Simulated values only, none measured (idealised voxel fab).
Module name: voxel transistor to metal (process module)
This is section cut - it's 205 nm across, gridded in 5 nm square cells.
For the purposes of this document, a cross-section shall be understood as a grid of square cells, specified as bands listed in top-to-bottom order, each band consisting of one or more rows of cells.
Look at the band entry: it leads with the top's height and the bottom's height in nm. Then it lists the materials left to right, with a width in nm for each. The word "edge to edge" on a single material says that material fills the band edge to edge. The word "empty" is empty space.
Heights are reckoned from 0. Under this level, the received wafer is all of one material. The bottommost band is open-ended downward, for example "z 0 and below".
The width entry "30->40" should be interpreted row by row: the top row of cells in the band takes the first number, the bottom row takes the second number, and the change between adjacent rows is uniform throughout.
Given "stayed the same" for a step, no cell of the cross-section differs between before and after that step.
"Enclosed internal cavities": sealed empty spaces, 8 cells or more, no open way to top, listed width x height at distance, with distance from the left edge and width, height and distance in nm.
Anything after a step's settings on that line? It's the simulator's own note about the step.
overlay nm: right-of-plan distance of the mask on a masked step; negative values mean left-of-plan.

Here's what the planned process steps look like
- 1: op RECEIVE | material Si
- 2: op CONFORMAL_DEP | material SiO2 | thk nm 5
- 3: op CONFORMAL_DEP | material SiN | thk nm 15
- 4: op DIRECTIONAL_DEP | material aC | thk nm 15
- 5: op PATTERN | tone cover | mask id ACTIVE | material resist | width nm 105 | thk nm 30 | overlay nm 0
- 6: op DIRECTIONAL_ETCH | etch materials aC | depth nm 15
- 7: op STRIP | etch materials resist
- 8: op DIRECTIONAL_ETCH | etch materials SiN | depth nm 15
- 9: op DIRECTIONAL_ETCH | etch materials SiO2 | depth nm 5
- 10: op DIRECTIONAL_ETCH | etch materials Si | depth nm 35
- 11: op STRIP | etch materials aC
- 12: op FILL_DEP | material SiO2 | thk nm 15
- 13: op CMP | height nm 20
- 14: op SELECTIVE_ETCH | etch materials SiO2 | depth nm 15
- 15: op STRIP | etch materials SiN
- 16: op SELECTIVE_ETCH | etch materials SiO2 | depth nm 5
- 17: op OXIDIZE | depth nm 5
- 18: op DIRECTIONAL_DEP | material polySi | thk nm 20
- 19: op DIRECTIONAL_DEP | material SiCN | thk nm 10
- 20: op MASKED_ETCH | tone cover | mask id GATE | width nm 25 | etch materials SiCN | depth nm 20 | overlay nm 0
- 21: op MASKED_ETCH | tone cover | mask id GATE | width nm 25 | etch materials polySi | depth nm 30 | overlay nm 0
- 22: op CONFORMAL_DEP | material SiO2 | thk nm 5
- 23: op DIRECTIONAL_ETCH | etch materials SiO2 | depth nm 5
- 24: op CONFORMAL_DEP | material SiN | thk nm 10
- 25: op DIRECTIONAL_ETCH | etch materials SiN | depth nm 10
- 26: op DIRECTIONAL_ETCH | etch materials SiO2 | depth nm 5
- 27: op DIRECTIONAL_ETCH | etch materials Si | depth nm 15
- 28: op EPI | material nSi | thk nm 15
- 29: op FILL_DEP | material SiO2 | thk nm 5
- 30: op CMP | height nm 30
- 31: op DIRECTIONAL_DEP | material SiO2 | thk nm 15
- 32: op PATTERN | tone open | mask id CONTACT | material resist | width nm 25 | pitch nm 60 | thk nm 20 | overlay nm 0
- 33: op DIRECTIONAL_ETCH | etch materials SiO2 | depth nm 35
- 34: op STRIP | etch materials resist
- 35: op CONFORMAL_DEP | material TiN | thk nm 5
- 36: op FILL_DEP | material Ru | thk nm 5
- 37: op CMP | height nm 45
- 38: op DIRECTIONAL_DEP | material TiN | thk nm 5
- 39: op DIRECTIONAL_DEP | material Ru | thk nm 20
- 40: op PATTERN | tone cover | mask id METAL_1 | material resist | width nm 15 | pitch nm 70 | thk nm 20 | overlay nm 0
- 41: op DIRECTIONAL_ETCH | etch materials Ru | depth nm 20
- 42: op DIRECTIONAL_ETCH | etch materials TiN | depth nm 5
- 43: op STRIP | etch materials resist
- 44: op CONFORMAL_DEP | material SiN | thk nm 5
- 45: op FILL_DEP | material SiO2 | thk nm 5
- 46: op CMP | height nm 70
- 47: op CONFORMAL_DEP | material SiN | thk nm 5

Wafer cross-section on receipt, i.e. after step 1
> z 0 and below: Si edge to edge
> Enclosed internal cavities: none

First wafer at the end, as planned
> z 75 to 70: SiN edge to edge
> z 70 to 50: SiO2 55 nm, then SiN 5 nm, then Ru 15 nm, then SiN 5 nm, then SiO2 45 nm, then SiN 5 nm, then Ru 15 nm, then SiN 5 nm, then SiO2 55 nm
> z 50 to 45: SiN 60 nm, then TiN 15 nm, then SiN 55 nm, then TiN 15 nm, then SiN 60 nm
> z 45 to 35: SiO2 60 nm, then TiN 5 nm, then Ru 15 nm, then TiN 5 nm, then SiO2 35 nm, then TiN 5 nm, then Ru 15 nm, then TiN 5 nm, then SiO2 60 nm
> z 35 to 30: SiO2 60 nm, then TiN 5 nm, then Ru 5 nm, then TiN 15 nm, then SiO2 35 nm, then TiN 15 nm, then Ru 5 nm, then TiN 5 nm, then SiO2 60 nm
> z 30 to 20: SiO2 60 nm, then TiN 5 nm, then Ru 5 nm, then TiN 5 nm, then SiN 10 nm, then SiO2 5 nm, then SiCN 25 nm, then SiO2 5 nm, then SiN 10 nm, then TiN 5 nm, then Ru 5 nm, then TiN 5 nm, then SiO2 60 nm
> z 20 to 15: SiO2 60 nm, then TiN 5 nm, then Ru 5 nm, then TiN 5 nm, then SiN 10 nm, then SiO2 5 nm, then polySi 25 nm, then SiO2 5 nm, then SiN 10 nm, then TiN 5 nm, then Ru 5 nm, then TiN 5 nm, then SiO2 60 nm
> z 15 to 10: SiO2 60 nm, then TiN 15 nm, then SiN 10 nm, then SiO2 5 nm, then polySi 25 nm, then SiO2 5 nm, then SiN 10 nm, then TiN 15 nm, then SiO2 60 nm
> z 10 to 0: SiO2 60 nm, then nSi 15 nm, then SiN 10 nm, then SiO2 5 nm, then polySi 25 nm, then SiO2 5 nm, then SiN 10 nm, then nSi 15 nm, then SiO2 60 nm
> z 0 to -5: SiO2 60 nm, then nSi 15 nm, then SiO2 55 nm, then nSi 15 nm, then SiO2 60 nm
> z -5 to -20: SiO2 50 nm, then nSi 25 nm, then Si 55 nm, then nSi 25 nm, then SiO2 50 nm
> z -20 to -35: SiO2 50 nm, then Si 105 nm, then SiO2 50 nm
> z -35 and below: Si edge to edge
> Enclosed internal cavities: none

Cross-section, wafer two of two, end of module: same start and plan as wafer one, one error in execution
> z 75 to 70: SiN edge to edge
> z 70 to 50: SiO2 55 nm, then SiN 5 nm, then Ru 15 nm, then SiN 5 nm, then SiO2 45 nm, then SiN 5 nm, then Ru 15 nm, then SiN 5 nm, then SiO2 55 nm
> z 50 to 45: SiN 60 nm, then TiN 15 nm, then SiN 55 nm, then TiN 15 nm, then SiN 60 nm
> z 45 to 35: SiO2 60 nm, then TiN 5 nm, then Ru 15 nm, then TiN 5 nm, then SiO2 35 nm, then TiN 5 nm, then Ru 15 nm, then TiN 5 nm, then SiO2 60 nm
> z 35 to 30: SiO2 60 nm, then TiN 5 nm, then Ru 5 nm, then TiN 15 nm, then SiO2 35 nm, then TiN 15 nm, then Ru 5 nm, then TiN 5 nm, then SiO2 60 nm
> z 30 to 20: SiO2 60 nm, then TiN 5 nm, then Ru 5 nm, then TiN 5 nm, then SiN 10 nm, then SiO2 5 nm, then SiCN 25 nm, then SiO2 5 nm, then SiN 10 nm, then TiN 5 nm, then Ru 5 nm, then TiN 5 nm, then SiO2 60 nm
> z 20 to 15: SiO2 60 nm, then TiN 5 nm, then Ru 5 nm, then TiN 5 nm, then SiN 10 nm, then SiO2 5 nm, then polySi 25 nm, then SiO2 5 nm, then SiN 10 nm, then TiN 5 nm, then Ru 5 nm, then TiN 5 nm, then SiO2 60 nm
> z 15 to 10: SiO2 60 nm, then TiN 15 nm, then SiN 10 nm, then SiO2 5 nm, then polySi 25 nm, then SiO2 5 nm, then SiN 10 nm, then TiN 15 nm, then SiO2 60 nm
> z 10 to 0: SiO2 60 nm, then nSi 15 nm, then SiN 10 nm, then SiO2 5 nm, then polySi 25 nm, then SiO2 5 nm, then SiN 10 nm, then nSi 15 nm, then SiO2 60 nm
> z 0 to -5: SiO2 60 nm, then nSi 15 nm, then SiO2 55 nm, then nSi 15 nm, then SiO2 60 nm
> z -5 to -20: SiO2 45 nm, then nSi 30 nm, then Si 55 nm, then nSi 30 nm, then SiO2 45 nm
> z -20 to -35: SiO2 45 nm, then Si 115 nm, then SiO2 45 nm
> z -35 and below: Si edge to edge
> Enclosed internal cavities: none
what went wrong: step 5 off recipe, ran as op PATTERN | tone cover | mask id ACTIVE | material resist | width nm 115 | thk nm 30 | overlay nm 0
Final cells, second wafer relative to first, materials higher or lower: 6 more of Si | 12 fewer of SiO2 | 6 more of nSi
